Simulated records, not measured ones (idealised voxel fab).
Proc. module: voxel wiring stack
180 nm wide, 5 nm square cells: that's cross-section cut.
Cross-section layout: square cells on a grid; listed as bands, top to bottom; a band spans one or more cell rows. Each band's line starts with the height of the band's top and of its bottom, in nm. Then come its materials from left to right, each with its width in nm. One material with "full width" fills the band from edge to edge. "blank" is empty space. Beneath 0, the wafer as received is one material, and that level is where height counting begins. The lowest band goes on downward without a bottom; it is written like "from 0 down". So if you see something like "30->40" for the width, read it as the top row of the band sitting at the first number and the bottom row at the second, with every row in between moving by the same amount as the last. For the purposes of this document, the phrase "no modifications" attached to a step denotes that no cell within the cross-section was modified by that step. Entry "Closed cavities" = empty spaces >= 8 cells with no open way to the top; each as width x height at distance, distance from left edge, all nm. Heads up: the bit after the settings on a step's line is the simulator's remark on that step. overlay nm: mask right of planned place by this much (step with mask). Neg. = left.
INTENDED PROCESS STEPS
- 1: RECEIVE, material Si
- 2: CONFORMAL_DEP, material SiO2, thk nm 10
- 3: DIRECTIONAL_DEP, material TiN, thk nm 5
- 4: DIRECTIONAL_DEP, material Ru, thk nm 15
- 5: DIRECTIONAL_DEP, material aC, thk nm 15
- 6: PATTERN, tone cover, mask id METAL_1, material resist, width nm 20, pitch nm 50, thk nm 35, overlay nm 0
- 7: DIRECTIONAL_ETCH, etch materials aC, depth nm 15
- 8: STRIP, etch materials resist
- 9: DIRECTIONAL_ETCH, etch materials Ru, depth nm 15
- 10: DIRECTIONAL_ETCH, etch materials TiN, depth nm 5
- 11: STRIP, etch materials aC
- 12: FILL_DEP, material SiO2, thk nm 10
- 13: CMP, height nm 30
- 14: CONFORMAL_DEP, material SiCN, thk nm 5
- 15: DIRECTIONAL_DEP, material lowk, thk nm 15
- 16: MASKED_ETCH, tone open, mask id PLUG_1, width nm 15, pitch nm 100, etch materials lowk, depth nm 15, overlay nm 0
- 17: MASKED_ETCH, tone open, mask id PLUG_1, width nm 15, pitch nm 100, etch materials SiCN, depth nm 5, overlay nm 0
- 18: CONFORMAL_DEP, material TiN, thk nm 5
- 19: FILL_DEP, material Cu, thk nm 10
- 20: CMP, height nm 50
- 21: CONFORMAL_DEP, material SiCN, thk nm 5
- 22: DIRECTIONAL_DEP, material SiO2, thk nm 15
- 23: MASKED_ETCH, tone open, mask id METAL_2, width nm 20, pitch nm 50, etch materials SiO2, depth nm 15, overlay nm 0
- 24: MASKED_ETCH, tone open, mask id METAL_2, width nm 20, pitch nm 50, etch materials SiCN, depth nm 5, overlay nm 0
- 25: CONFORMAL_DEP, material TiN, thk nm 5
- 26: FILL_DEP, material Ru, thk nm 5
- 27: CMP, height nm 70
- 28: CONFORMAL_DEP, material SiCN, thk nm 5
- 29: DIRECTIONAL_DEP, material SiO2, thk nm 15
- 30: MASKED_ETCH, tone open, mask id PLUG_2, width nm 15, pitch nm 100, etch materials SiO2, depth nm 15, overlay nm 0
- 31: MASKED_ETCH, tone open, mask id PLUG_2, width nm 15, pitch nm 100, etch materials SiCN, depth nm 5, overlay nm 0
- 32: EPI, material Ru, thk nm 10
- 33: EPI, material Ru, thk nm 10
- 34: CONFORMAL_DEP, material SiN, thk nm 5
- 35: DIRECTIONAL_DEP, material lowk, thk nm 15
- 36: MASKED_ETCH, tone open, mask id METAL_3, width nm 20, pitch nm 50, etch materials lowk, depth nm 15, overlay nm 0
- 37: MASKED_ETCH, tone open, mask id METAL_3, width nm 20, pitch nm 50, etch materials SiN, depth nm 5, overlay nm 0
- 38: CONFORMAL_DEP, material TiN, thk nm 5
- 39: FILL_DEP, material Cu, thk nm 10
- 40: CMP, height nm 110
- 41: EPI, material Ru, thk nm 5
- 42: FILL_DEP, material SiCN, thk nm 5
- 43: DIRECTIONAL_DEP, material SiO2, thk nm 25
- 44: MASKED_ETCH, tone open, mask id METAL_4, width nm 20, pitch nm 50, etch materials SiO2, depth nm 15, overlay nm 0
- 45: MASKED_ETCH, tone open, mask id METAL_4_HOLES, width nm 15, pitch nm 50, etch materials SiO2, depth nm 10, overlay nm 0
- 46: MASKED_ETCH, tone open, mask id METAL_4_HOLES, width nm 15, pitch nm 50, etch materials SiCN, depth nm 5, overlay nm 0
- 47: CONFORMAL_DEP, material TiN, thk nm 5
- 48: FILL_DEP, material Cu, thk nm 10
- 49: CMP, height nm 145
- 50: CONFORMAL_DEP, material SiN, thk nm 5
THE FIRST WAFER OF TWO, PROCESSED AS PLANNED
AS RECEIVED, AFTER STEP 1
> from 0 down | Si full width
> Closed cavities: none
SECTIONAL VIEW: WAFER, AFTER STEP 2
> from 10 to 0 | SiO2 full width
> Anything lower than 0 is untouched.
SECTIONAL VIEW: WAFER, AFTER STEP 3
> from 15 to 10 | TiN full width
> Anything lower than 10 is untouched.
SECTIONAL VIEW: WAFER, AFTER STEP 4
> from 30 to 15 | Ru full width
> Anything lower than 15 is untouched.
SECTIONAL VIEW: WAFER, AFTER STEP 5
> from 45 to 30 | aC full width
> Anything lower than 30 is untouched.
SECTIONAL VIEW: WAFER, AFTER STEP 6
> from 80 to 45 | 30 of blank, then 20 of resist, then 30 of blank, then 20 of resist, then 30 of blank, then 20 of resist, then 30 of blank
> Anything lower than 45 is untouched.
SECTIONAL VIEW: WAFER, AFTER STEP 7
> from 65 to 45 | 30 of blank, then 20 of resist, then 30 of blank, then 20 of resist, then 30 of blank, then 20 of resist, then 30 of blank
> from 45 to 30 | 30 of blank, then 20 of aC, then 30 of blank, then 20 of aC, then 30 of blank, then 20 of aC, then 30 of blank
> Anything lower than 30 is untouched.
SECTIONAL VIEW: WAFER, AFTER STEP 8
> from 45 to 30 | 30 of blank, then 20 of aC, then 30 of blank, then 20 of aC, then 30 of blank, then 20 of aC, then 30 of blank
> Anything lower than 30 is untouched.
SECTIONAL VIEW: WAFER, AFTER STEP 9
> from 45 to 30 | 30 of blank, then 20 of aC, then 30 of blank, then 20 of aC, then 30 of blank, then 20 of aC, then 30 of blank
> from 30 to 15 | 30 of blank, then 20 of Ru, then 30 of blank, then 20 of Ru, then 30 of blank, then 20 of Ru, then 30 of blank
> Anything lower than 15 is untouched.
SECTIONAL VIEW: WAFER, AFTER STEP 10
> from 45 to 30 | 30 of blank, then 20 of aC, then 30 of blank, then 20 of aC, then 30 of blank, then 20 of aC, then 30 of blank
> from 30 to 15 | 30 of blank, then 20 of Ru, then 30 of blank, then 20 of Ru, then 30 of blank, then 20 of Ru, then 30 of blank
> from 15 to 10 | 30 of blank, then 20 of TiN, then 30 of blank, then 20 of TiN, then 30 of blank, then 20 of TiN, then 30 of blank
> Anything lower than 10 is untouched.
SECTIONAL VIEW: WAFER, AFTER STEP 11
> from 30 to 15 | 30 of blank, then 20 of Ru, then 30 of blank, then 20 of Ru, then 30 of blank, then 20 of Ru, then 30 of blank
> Anything lower than 15 is untouched.
SECTIONAL VIEW: WAFER, AFTER STEP 12
> from 40 to 30 | SiO2 full width
> from 30 to 15 | 30 of SiO2, then 20 of Ru, then 30 of SiO2, then 20 of Ru, then 30 of SiO2, then 20 of Ru, then 30 of SiO2
> from 15 to 10 | 30 of SiO2, then 20 of TiN, then 30 of SiO2, then 20 of TiN, then 30 of SiO2, then 20 of TiN, then 30 of SiO2
> Anything lower than 10 is untouched.
SECTIONAL VIEW: WAFER, AFTER STEP 13
> from 30 to 15 | 30 of SiO2, then 20 of Ru, then 30 of SiO2, then 20 of Ru, then 30 of SiO2, then 20 of Ru, then 30 of SiO2
> Anything lower than 15 is untouched.
SECTIONAL VIEW: WAFER, AFTER STEP 14
> from 35 to 30 | SiCN full width
> Anything lower than 30 is untouched.
SECTIONAL VIEW: WAFER, AFTER STEP 15
> from 50 to 35 | lowk full width
> Anything lower than 35 is untouched.
SECTIONAL VIEW: WAFER, AFTER STEP 16
> from 50 to 35 | 30 of lowk, then 15 of blank, then 85 of lowk, then 15 of blank, then 35 of lowk
> Anything lower than 35 is untouched.
SECTIONAL VIEW: WAFER, AFTER STEP 17
> from 50 to 35 | 30 of lowk, then 15 of blank, then 85 of lowk, then 15 of blank, then 35 of lowk
> from 35 to 30 | 30 of SiCN, then 15 of blank, then 85 of SiCN, then 15 of blank, then 35 of SiCN
> Anything lower than 30 is untouched.
SECTIONAL VIEW: WAFER, AFTER STEP 18
> from 55 to 50 | 35 of TiN, then 5 of blank, then 95 of TiN, then 5 of blank, then 40 of TiN
> from 50 to 35 | 30 of lowk, then 5 of TiN, then 5 of blank, then 5 of TiN, then 85 of lowk, then 5 of TiN, then 5 of blank, then 5 of TiN, then 35 of lowk
> from 35 to 30 | 30 of SiCN, then 15 of TiN, then 85 of SiCN, then 15 of TiN, then 35 of SiCN
> Anything lower than 30 is untouched.
SECTIONAL VIEW: WAFER, AFTER STEP 19
> from 65 to 55 | Cu full width
> from 55 to 50 | 35 of TiN, then 5 of Cu, then 95 of TiN, then 5 of Cu, then 40 of TiN
> from 50 to 35 | 30 of lowk, then 5 of TiN, then 5 of Cu, then 5 of TiN, then 85 of lowk, then 5 of TiN, then 5 of Cu, then 5 of TiN, then 35 of lowk
> Anything lower than 35 is untouched.
SECTIONAL VIEW: WAFER, AFTER STEP 20
> from 50 to 35 | 30 of lowk, then 5 of TiN, then 5 of Cu, then 5 of TiN, then 85 of lowk, then 5 of TiN, then 5 of Cu, then 5 of TiN, then 35 of lowk
> Anything lower than 35 is untouched.
SECTIONAL VIEW: WAFER, AFTER STEP 21
> from 55 to 50 | SiCN full width
> Anything lower than 50 is untouched.
SECTIONAL VIEW: WAFER, AFTER STEP 22
> from 70 to 55 | SiO2 full width
> Anything lower than 55 is untouched.
SECTIONAL VIEW: WAFER, AFTER STEP 23
> from 70 to 55 | 30 of SiO2, then 20 of blank, then 30 of SiO2, then 20 of blank, then 30 of SiO2, then 20 of blank, then 30 of SiO2
> Anything lower than 55 is untouched.
SECTIONAL VIEW: WAFER, AFTER STEP 24
> from 70 to 55 | 30 of SiO2, then 20 of blank, then 30 of SiO2, then 20 of blank, then 30 of SiO2, then 20 of blank, then 30 of SiO2
> from 55 to 50 | 30 of SiCN, then 20 of blank, then 30 of SiCN, then 20 of blank, then 30 of SiCN, then 20 of blank, then 30 of SiCN
> Anything lower than 50 is untouched.
SECTIONAL VIEW: WAFER, AFTER STEP 25
> from 75 to 70 | 35 of TiN, then 10 of blank, then 40 of TiN, then 10 of blank, then 40 of TiN, then 10 of blank, then 35 of TiN
> from 70 to 55 | 30 of SiO2, then 5 of TiN, then 10 of blank, then 5 of TiN, then 30 of SiO2, then 5 of TiN, then 10 of blank, then 5 of TiN, then 30 of SiO2, then 5 of TiN, then 10 of blank, then 5 of TiN, then 30 of SiO2
> from 55 to 50 | 30 of SiCN, then 20 of TiN, then 30 of SiCN, then 20 of TiN, then 30 of SiCN, then 20 of TiN, then 30 of SiCN
> Anything lower than 50 is untouched.
SECTIONAL VIEW: WAFER, AFTER STEP 26
> from 80 to 75 | Ru full width
> from 75 to 70 | 35 of TiN, then 10 of Ru, then 40 of TiN, then 10 of Ru, then 40 of TiN, then 10 of Ru, then 35 of TiN
> from 70 to 55 | 30 of SiO2, then 5 of TiN, then 10 of Ru, then 5 of TiN, then 30 of SiO2, then 5 of TiN, then 10 of Ru, then 5 of TiN, then 30 of SiO2, then 5 of TiN, then 10 of Ru, then 5 of TiN, then 30 of SiO2
> Anything lower than 55 is untouched.
SECTIONAL VIEW: WAFER, AFTER STEP 27
> from 70 to 55 | 30 of SiO2, then 5 of TiN, then 10 of Ru, then 5 of TiN, then 30 of SiO2, then 5 of TiN, then 10 of Ru, then 5 of TiN, then 30 of SiO2, then 5 of TiN, then 10 of Ru, then 5 of TiN, then 30 of SiO2
> Anything lower than 55 is untouched.
SECTIONAL VIEW: WAFER, AFTER STEP 28
> from 75 to 70 | SiCN full width
> Anything lower than 70 is untouched.
SECTIONAL VIEW: WAFER, AFTER STEP 29
> from 90 to 75 | SiO2 full width
> Anything lower than 75 is untouched.
SECTIONAL VIEW: WAFER, AFTER STEP 30
> from 90 to 75 | 30 of SiO2, then 15 of blank, then 85 of SiO2, then 15 of blank, then 35 of SiO2
> Anything lower than 75 is untouched.
SECTIONAL VIEW: WAFER, AFTER STEP 31
> from 90 to 75 | 30 of SiO2, then 15 of blank, then 85 of SiO2, then 15 of blank, then 35 of SiO2
> from 75 to 70 | 30 of SiCN, then 15 of blank, then 85 of SiCN, then 15 of blank, then 35 of SiCN
> Anything lower than 70 is untouched.
SECTIONAL VIEW: WAFER, AFTER STEP 32
> from 90 to 80 | 30 of SiO2, then 15 of blank, then 85 of SiO2, then 15 of blank, then 35 of SiO2
> from 80 to 75 | 30 of SiO2, then 15 of Ru, then 85 of SiO2, then 15 of Ru, then 35 of SiO2
> from 75 to 70 | 30 of SiCN, then 15 of Ru, then 85 of SiCN, then 15 of Ru, then 35 of SiCN
> Anything lower than 70 is untouched.
SECTIONAL VIEW: WAFER, AFTER STEP 33
> from 90 to 75 | 30 of SiO2, then 15 of Ru, then 85 of SiO2, then 15 of Ru, then 35 of SiO2
> Anything lower than 75 is untouched.
SECTIONAL VIEW: WAFER, AFTER STEP 34
> from 95 to 90 | SiN full width
> Anything lower than 90 is untouched.
SECTIONAL VIEW: WAFER, AFTER STEP 35
> from 110 to 95 | lowk full width
> Anything lower than 95 is untouched.
SECTIONAL VIEW: WAFER, AFTER STEP 36
> from 110 to 95 | 30 of lowk, then 20 of blank, then 30 of lowk, then 20 of blank, then 30 of lowk, then 20 of blank, then 30 of lowk
> Anything lower than 95 is untouched.
SECTIONAL VIEW: WAFER, AFTER STEP 37
> from 110 to 95 | 30 of lowk, then 20 of blank, then 30 of lowk, then 20 of blank, then 30 of lowk, then 20 of blank, then 30 of lowk
> from 95 to 90 | 30 of SiN, then 20 of blank, then 30 of SiN, then 20 of blank, then 30 of SiN, then 20 of blank, then 30 of SiN
> Anything lower than 90 is untouched.
SECTIONAL VIEW: WAFER, AFTER STEP 38
> from 115 to 110 | 35 of TiN, then 10 of blank, then 40 of TiN, then 10 of blank, then 40 of TiN, then 10 of blank, then 35 of TiN
> from 110 to 95 | 30 of lowk, then 5 of TiN, then 10 of blank, then 5 of TiN, then 30 of lowk, then 5 of TiN, then 10 of blank, then 5 of TiN, then 30 of lowk, then 5 of TiN, then 10 of blank, then 5 of TiN, then 30 of lowk
> from 95 to 90 | 30 of SiN, then 20 of TiN, then 30 of SiN, then 20 of TiN, then 30 of SiN, then 20 of TiN, then 30 of SiN
> Anything lower than 90 is untouched.
SECTIONAL VIEW: WAFER, AFTER STEP 39
> from 125 to 115 | Cu full width
> from 115 to 110 | 35 of TiN, then 10 of Cu, then 40 of TiN, then 10 of Cu, then 40 of TiN, then 10 of Cu, then 35 of TiN
> from 110 to 95 | 30 of lowk, then 5 of TiN, then 10 of Cu, then 5 of TiN, then 30 of lowk, then 5 of TiN, then 10 of Cu, then 5 of TiN, then 30 of lowk, then 5 of TiN, then 10 of Cu, then 5 of TiN, then 30 of lowk
> Anything lower than 95 is untouched.
SECTIONAL VIEW: WAFER, AFTER STEP 40
> from 110 to 95 | 30 of lowk, then 5 of TiN, then 10 of Cu, then 5 of TiN, then 30 of lowk, then 5 of TiN, then 10 of Cu, then 5 of TiN, then 30 of lowk, then 5 of TiN, then 10 of Cu, then 5 of TiN, then 30 of lowk
> Anything lower than 95 is untouched.
SECTIONAL VIEW: WAFER, AFTER STEP 41
> from 115 to 110 | 25 of blank, then 30 of Ru, then 20 of blank, then 30 of Ru, then 20 of blank, then 30 of Ru, then 25 of blank
> Anything lower than 110 is untouched.
SECTIONAL VIEW: WAFER, AFTER STEP 42
> from 120 to 115 | SiCN full width
> from 115 to 110 | 25 of SiCN, then 30 of Ru, then 20 of SiCN, then 30 of Ru, then 20 of SiCN, then 30 of Ru, then 25 of SiCN
> Anything lower than 110 is untouched.
SECTIONAL VIEW: WAFER, AFTER STEP 43
> from 145 to 120 | SiO2 full width
> Anything lower than 120 is untouched.
SECTIONAL VIEW: WAFER, AFTER STEP 44
> from 145 to 130 | 30 of SiO2, then 20 of blank, then 30 of SiO2, then 20 of blank, then 30 of SiO2, then 20 of blank, then 30 of SiO2
> Anything lower than 130 is untouched.
SECTIONAL VIEW: WAFER, AFTER STEP 45
> from 145 to 130 | 30 of SiO2, then 20 of blank, then 30 of SiO2, then 20 of blank, then 30 of SiO2, then 20 of blank, then 30 of SiO2
> from 130 to 120 | 30 of SiO2, then 15 of blank, then 35 of SiO2, then 15 of blank, then 35 of SiO2, then 15 of blank, then 35 of SiO2
> Anything lower than 120 is untouched.
SECTIONAL VIEW: WAFER, AFTER STEP 46
> from 145 to 130 | 30 of SiO2, then 20 of blank, then 30 of SiO2, then 20 of blank, then 30 of SiO2, then 20 of blank, then 30 of SiO2
> from 130 to 120 | 30 of SiO2, then 15 of blank, then 35 of SiO2, then 15 of blank, then 35 of SiO2, then 15 of blank, then 35 of SiO2
> from 120 to 115 | 30 of SiCN, then 15 of blank, then 35 of SiCN, then 15 of blank, then 35 of SiCN, then 15 of blank, then 35 of SiCN
> Anything lower than 115 is untouched.
SECTIONAL VIEW: WAFER, AFTER STEP 47
> from 150 to 145 | 35 of TiN, then 10 of blank, then 40 of TiN, then 10 of blank, then 40 of TiN, then 10 of blank, then 35 of TiN
> from 145 to 135 | 30 of SiO2, then 5 of TiN, then 10 of blank, then 5 of TiN, then 30 of SiO2, then 5 of TiN, then 10 of blank, then 5 of TiN, then 30 of SiO2, then 5 of TiN, then 10 of blank, then 5 of TiN, then 30 of SiO2
> from 135 to 130 | 30 of SiO2, then 5 of TiN, then 5 of blank, then 10 of TiN, then 30 of SiO2, then 5 of TiN, then 5 of blank, then 10 of TiN, then 30 of SiO2, then 5 of TiN, then 5 of blank, then 10 of TiN, then 30 of SiO2
> from 130 to 120 | 30 of SiO2, then 5 of TiN, then 5 of blank, then 5 of TiN, then 35 of SiO2, then 5 of TiN, then 5 of blank, then 5 of TiN, then 35 of SiO2, then 5 of TiN, then 5 of blank, then 5 of TiN, then 35 of SiO2
> from 120 to 115 | 30 of SiCN, then 15 of TiN, then 35 of SiCN, then 15 of TiN, then 35 of SiCN, then 15 of TiN, then 35 of SiCN
> Anything lower than 115 is untouched.
SECTIONAL VIEW: WAFER, AFTER STEP 48
> from 160 to 150 | Cu full width
> from 150 to 145 | 35 of TiN, then 10 of Cu, then 40 of TiN, then 10 of Cu, then 40 of TiN, then 10 of Cu, then 35 of TiN
> from 145 to 135 | 30 of SiO2, then 5 of TiN, then 10 of Cu, then 5 of TiN, then 30 of SiO2, then 5 of TiN, then 10 of Cu, then 5 of TiN, then 30 of SiO2, then 5 of TiN, then 10 of Cu, then 5 of TiN, then 30 of SiO2
> from 135 to 130 | 30 of SiO2, then 5 of TiN, then 5 of Cu, then 10 of TiN, then 30 of SiO2, then 5 of TiN, then 5 of Cu, then 10 of TiN, then 30 of SiO2, then 5 of TiN, then 5 of Cu, then 10 of TiN, then 30 of SiO2
> from 130 to 120 | 30 of SiO2, then 5 of TiN, then 5 of Cu, then 5 of TiN, then 35 of SiO2, then 5 of TiN, then 5 of Cu, then 5 of TiN, then 35 of SiO2, then 5 of TiN, then 5 of Cu, then 5 of TiN, then 35 of SiO2
> Anything lower than 120 is untouched.
SECTIONAL VIEW: WAFER, AFTER STEP 49
> from 145 to 135 | 30 of SiO2, then 5 of TiN, then 10 of Cu, then 5 of TiN, then 30 of SiO2, then 5 of TiN, then 10 of Cu, then 5 of TiN, then 30 of SiO2, then 5 of TiN, then 10 of Cu, then 5 of TiN, then 30 of SiO2
> Anything lower than 135 is untouched.
SECTIONAL VIEW: WAFER, AFTER STEP 50
> from 150 to 145 | SiN full width
> Anything lower than 145 is untouched.
SECOND WAFER. START AND PLAN AS FOR THE FIRST. ONE MISTAKE MADE IN RUNNING. AGREES WITH THE FIRST UP TO AND INCLUDING STEP 41
AT THE PLANNED END OF STEP 42, THE SECOND WAFER IN CROSS-SECTION
> from 120 to 115 | SiO2 full width
> from 115 to 110 | 25 of SiO2, then 30 of Ru, then 20 of SiO2, then 30 of Ru, then 20 of SiO2, then 30 of Ru, then 25 of SiO2
> Anything lower than 110 is untouched.
AT THE PLANNED END OF STEP 43, THE SECOND WAFER IN CROSS-SECTION
> from 145 to 115 | SiO2 full width
> Anything lower than 115 is untouched.
AT THE PLANNED END OF STEP 44, THE SECOND WAFER IN CROSS-SECTION
> from 145 to 130 | 30 of SiO2, then 20 of blank, then 30 of SiO2, then 20 of blank, then 30 of SiO2, then 20 of blank, then 30 of SiO2
> Anything lower than 130 is untouched.
AT THE PLANNED END OF STEP 45, THE SECOND WAFER IN CROSS-SECTION
> from 145 to 130 | 30 of SiO2, then 20 of blank, then 30 of SiO2, then 20 of blank, then 30 of SiO2, then 20 of blank, then 30 of SiO2
> from 130 to 120 | 30 of SiO2, then 15 of blank, then 35 of SiO2, then 15 of blank, then 35 of SiO2, then 15 of blank, then 35 of SiO2
> Anything lower than 120 is untouched.
At the planned end of step 46, the second wafer in cross-section: no modifications
AT THE PLANNED END OF STEP 47, THE SECOND WAFER IN CROSS-SECTION
> from 150 to 145 | 35 of TiN, then 10 of blank, then 40 of TiN, then 10 of blank, then 40 of TiN, then 10 of blank, then 35 of TiN
> from 145 to 135 | 30 of SiO2, then 5 of TiN, then 10 of blank, then 5 of TiN, then 30 of SiO2, then 5 of TiN, then 10 of blank, then 5 of TiN, then 30 of SiO2, then 5 of TiN, then 10 of blank, then 5 of TiN, then 30 of SiO2
> from 135 to 125 | 30 of SiO2, then 5 of TiN, then 5 of blank, then 10->5 of TiN, then 30->35 of SiO2, then 5 of TiN, then 5 of blank, then 10->5 of TiN, then 30->35 of SiO2, then 5 of TiN, then 5 of blank, then 10->5 of TiN, then 30->35 of SiO2
> from 125 to 120 | 30 of SiO2, then 15 of TiN, then 35 of SiO2, then 15 of TiN, then 35 of SiO2, then 15 of TiN, then 35 of SiO2
> Anything lower than 120 is untouched.
AT THE PLANNED END OF STEP 48, THE SECOND WAFER IN CROSS-SECTION
> from 160 to 150 | Cu full width
> from 150 to 145 | 35 of TiN, then 10 of Cu, then 40 of TiN, then 10 of Cu, then 40 of TiN, then 10 of Cu, then 35 of TiN
> from 145 to 135 | 30 of SiO2, then 5 of TiN, then 10 of Cu, then 5 of TiN, then 30 of SiO2, then 5 of TiN, then 10 of Cu, then 5 of TiN, then 30 of SiO2, then 5 of TiN, then 10 of Cu, then 5 of TiN, then 30 of SiO2
> from 135 to 125 | 30 of SiO2, then 5 of TiN, then 5 of Cu, then 10->5 of TiN, then 30->35 of SiO2, then 5 of TiN, then 5 of Cu, then 10->5 of TiN, then 30->35 of SiO2, then 5 of TiN, then 5 of Cu, then 10->5 of TiN, then 30->35 of SiO2
> Anything lower than 125 is untouched.
AT THE PLANNED END OF STEP 49, THE SECOND WAFER IN CROSS-SECTION
> from 145 to 135 | 30 of SiO2, then 5 of TiN, then 10 of Cu, then 5 of TiN, then 30 of SiO2, then 5 of TiN, then 10 of Cu, then 5 of TiN, then 30 of SiO2, then 5 of TiN, then 10 of Cu, then 5 of TiN, then 30 of SiO2
> Anything lower than 135 is untouched.
AT THE PLANNED END OF STEP 50, THE SECOND WAFER IN CROSS-SECTION
> from 150 to 145 | SiN full width
> Anything lower than 145 is untouched.
Error vs. plan: note that step 42 departed from the planned setting and was carried out as FILL_DEP, material SiO2, thk nm 5
Final cells, second wafer relative to first, materials higher or lower: Cu: 3 fewer, SiCN: 45 fewer, SiO2: 54 more, TiN: 6 fewer
